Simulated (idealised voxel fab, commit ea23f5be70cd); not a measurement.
Proc. module: voxel trench capacitor
Pictured: cross-section cut, 225 nm wide, on a grid of 5 nm square cells.
Just so we're on the same page, the cross-sections are grids of square cells, and they're listed out in bands top to bottom, each band one or more rows deep. It is stipulated that each band's entry specify, in nanometres, the height of the top of the band and then that of its bottom, followed by the materials of the band in left-to-right sequence, each together with its width in nanometres. A single material marked by the word "full width" is understood to fill the band from edge to edge; the word "blank" is understood to denote empty space. Basically, 0 is our baseline, since under it the wafer straight out of the box is all one material. The bottom band has no lower end and keeps on going down, so it looks like "top 0, no bottom". Quick explanation for "30 to 40": the width changes in equal steps down the rows of cells, from the first number in the band's top row to the second number in its bottom row. "remained the same" -> step changed no cross-section cell. Sealed void inventory: empty space of 8 cells or more with no open way to the top, each as width x height at its distance from the left edge, in nm. The remark found on a step's line after its settings is issued by the simulator itself and pertains to that step. A step line may carry the setting "overlay nm", which, for steps involving a mask, states the distance by which the mask lay to the right of its intended position; negative values denote displacement to the left.
## The planned process steps are enumerated hereunder
1. RECEIVE: material Si
2. CONFORMAL_DEP: material SiN, thk nm 5
3. PATTERN: tone open, mask id TRENCH, material resist, width nm 25, pitch nm 50, thk nm 20, overlay nm 0
4. DIRECTIONAL_ETCH: etch materials SiN, depth nm 5
5. DIRECTIONAL_ETCH: etch materials Si, depth nm 35
6. STRIP: etch materials resist
7. CONFORMAL_DEP: material Al2O3, thk nm 5
8. FILL_DEP: material polySi, thk nm 5
9. CMP: height nm 5
## So this is the incoming wafer in cross-section - it's already been through step 1
top 0, no bottom | Si full width
Sealed void inventory: none
## End-of-module cross-section. Starting structure and process plan as above; one mistake made in running it
top 5, bottom 0 | Al2O3 full width
top 0, no bottom | Si full width
Sealed void inventory: none
Which mistake was made when the wafer was run? not per plan at step 2, really ran CONFORMAL_DEP: material Al2O3, thk nm 5
